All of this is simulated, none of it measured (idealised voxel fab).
process module | voxel plated lines
cross-section cut | 260 nm wide | cells 5 nm
A cross-section is a grid of square cells, given in bands from the top down. A band is one or more rows of cells.
Each band's line starts with the height of the band's top and of its bottom, in nm. Then come its materials from left to right, each with its width in nm. One material with "throughout" fills the band from edge to edge. "air" is empty space.
Height 0 is the level under which the wafer as received is all one material. The lowest band goes on downwards, as in "0 down".
A width such as "30 to 40" changes by the same amount from each row of cells to the next, from the band's top row to its bottom row.
"no change" after a step means that no cell of the cross-section changed.
closed voids: empty space of 8 cells or more with no open way to the top, each as width x height at its distance from the left edge, in nm
after a step's settings: what the simulator itself notes on the step
overlay nm, on a step with a mask: how far to the right of its planned place the mask lay; to the left if negative
plan
1 op RECEIVE | material Si
2 op CONFORMAL_DEP | material SiO2 | thk nm 5
3 op DIRECTIONAL_DEP | material TiN | thk nm 5
4 op PATTERN | tone open | mask id LINES | material resist | width nm 30 | pitch nm 50 | thk nm 35 | overlay nm 0
5 op EPI | material Ru | thk nm 5
6 op EPI | material Ru | thk nm 10
7 op EPI | material Ru | thk nm 5
8 op STRIP | etch materials resist
9 op DIRECTIONAL_ETCH | etch materials TiN | depth nm 5
10 op CONFORMAL_DEP | material SiO2 | thk nm 10
as received, after step 1
  0 down: Si throughout
  closed voids: none
first wafer at the end, as planned
  40 to 30: air 30 | SiO2 200 | air 30
  30 to 15: air 30 | SiO2 10 | Ru 30 | SiO2 20 | Ru 30 | SiO2 20 | Ru 30 | SiO2 20 | Ru 30 | SiO2 10 | air 30
  15 to 10: SiO2 40 | Ru 30 | SiO2 20 | Ru 30 | SiO2 20 | Ru 30 | SiO2 20 | Ru 30 | SiO2 40
  10 to 5: SiO2 40 | TiN 30 | SiO2 20 | TiN 30 | SiO2 20 | TiN 30 | SiO2 20 | TiN 30 | SiO2 40
  5 to 0: SiO2 throughout
  0 down: Si throughout
  closed voids: none
second wafer at the end: like start, like plan, one mistake
  50 to 40: air 30 | SiO2 200 | air 30
  40 to 15: air 30 | SiO2 10 | Ru 30 | SiO2 20 | Ru 30 | SiO2 20 | Ru 30 | SiO2 20 | Ru 30 | SiO2 10 | air 30
  15 to 10: SiO2 40 | Ru 30 | SiO2 20 | Ru 30 | SiO2 20 | Ru 30 | SiO2 20 | Ru 30 | SiO2 40
  10 to 5: SiO2 40 | TiN 30 | SiO2 20 | TiN 30 | SiO2 20 | TiN 30 | SiO2 20 | TiN 30 | SiO2 40
  5 to 0: SiO2 throughout
  0 down: Si throughout
  closed voids: none
what went wrong: step 6 was run twice
at the end the second wafer has, in cells: 48 more of Ru | 32 more of SiO2
